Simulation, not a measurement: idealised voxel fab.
process module | voxel ribs on slabs
cross-section cut | 195 nm wide | cells 5 nm
A cross-section is a grid of square cells, given in bands from the top down. A band is one or more rows of cells.
Each band's line starts with the height of the band's top and of its bottom, in nm. Then come its materials from left to right, each with its width in nm. One material with "throughout" fills the band from edge to edge. "air" is empty space.
Height 0 is the level under which the wafer as received is all one material. The lowest band goes on downwards, as in "0 down".
A width such as "30 to 40" changes by the same amount from each row of cells to the next, from the band's top row to its bottom row.
"no change" after a step means that no cell of the cross-section changed.
closed voids: empty space of 8 cells or more with no open way to the top, each as width x height at its distance from the left edge, in nm
after a step's settings: what the simulator itself notes on the step
overlay nm, on a step with a mask: how far to the right of its planned place the mask lay; to the left if negative
plan
1 op RECEIVE | material Si
2 op DIRECTIONAL_DEP | material SiO2 | thk nm 25
3 op DIRECTIONAL_DEP | material polySi | thk nm 20
4 op MASKED_ETCH | tone cover | mask id RIB | width nm 15 | etch materials polySi | depth nm 15 | overlay nm 0
5 op DIRECTIONAL_DEP | material aC | thk nm 15
6 op PATTERN | tone cover | mask id SLAB | material resist | width nm 65 | thk nm 35 | overlay nm 0
7 op DIRECTIONAL_ETCH | etch materials aC | depth nm 15
8 op STRIP | etch materials resist
9 op DIRECTIONAL_ETCH | etch materials polySi | depth nm 5
10 op STRIP | etch materials aC
11 op FILL_DEP | material SiO2 | thk nm 20
12 op CMP | height nm 55
13 op DIRECTIONAL_DEP | material TiN | thk nm 5
14 op PATTERN | tone cover | mask id HEATER | material resist | width nm 25 | thk nm 20 | overlay nm 0
15 op DIRECTIONAL_ETCH | etch materials TiN | depth nm 5
16 op STRIP | etch materials resist
17 op CONFORMAL_DEP | material SiN | thk nm 5
first wafer, as planned
as received, after step 1
  0 down: Si throughout
  closed voids: none
after step 2
  25 to 0: SiO2 throughout
  below 0: unchanged
after step 3
  45 to 25: polySi throughout
  below 25: unchanged
after step 4
  45 to 30: air 90 | polySi 15 | air 90
  below 30: unchanged
after step 5
  60 to 45: air 90 | aC 15 | air 90
  45 to 30: aC 90 | polySi 15 | aC 90
  below 30: unchanged
after step 6
  95 to 60: air 65 | resist 65 | air 65
  60 to 45: air 65 | resist 25 | aC 15 | resist 25 | air 65
  below 45: unchanged
after step 7
  80 to 60: air 65 | resist 65 | air 65
  60 to 45: air 65 | resist 25 | aC 15 | resist 25 | air 65
  45 to 30: air 65 | aC 25 | polySi 15 | aC 25 | air 65
  below 30: unchanged
after step 8
  60 to 45: air 90 | aC 15 | air 90
  below 45: unchanged
after step 9
  60 to 45: air 90 | aC 15 | air 90
  45 to 30: air 65 | aC 25 | polySi 15 | aC 25 | air 65
  30 to 25: air 65 | polySi 65 | air 65
  below 25: unchanged
after step 10
  45 to 30: air 90 | polySi 15 | air 90
  below 30: unchanged
after step 11
  65 to 45: SiO2 throughout
  45 to 30: SiO2 90 | polySi 15 | SiO2 90
  30 to 25: SiO2 65 | polySi 65 | SiO2 65
  below 25: unchanged
after step 12
  55 to 45: SiO2 throughout
  below 45: unchanged
after step 13
  60 to 55: TiN throughout
  below 55: unchanged
after step 14
  80 to 60: air 85 | resist 25 | air 85
  below 60: unchanged
after step 15
  80 to 60: air 85 | resist 25 | air 85
  60 to 55: air 85 | TiN 25 | air 85
  below 55: unchanged
after step 16
  60 to 55: air 85 | TiN 25 | air 85
  below 55: unchanged
after step 17
  65 to 60: air 80 | SiN 35 | air 80
  60 to 55: SiN 85 | TiN 25 | SiN 85
  below 55: unchanged
second wafer: like start, like plan, one mistake. Through step 13 it matches the first wafer
when step 14 should have ended
  80 to 60: air 90 | resist 20 | air 85
  below 60: unchanged
when step 15 should have ended
  80 to 60: air 90 | resist 20 | air 85
  60 to 55: air 90 | TiN 20 | air 85
  below 55: unchanged
when step 16 should have ended
  60 to 55: air 90 | TiN 20 | air 85
  below 55: unchanged
when step 17 should have ended
  65 to 60: air 85 | SiN 30 | air 80
  60 to 55: SiN 90 | TiN 20 | SiN 85
  below 55: unchanged
what went wrong: step 14 ran as: op PATTERN | tone cover | mask id HEATER | material resist | width nm 20 | thk nm 20 | overlay nm 0
at the end the second wafer has, in cells: 1 fewer of TiN
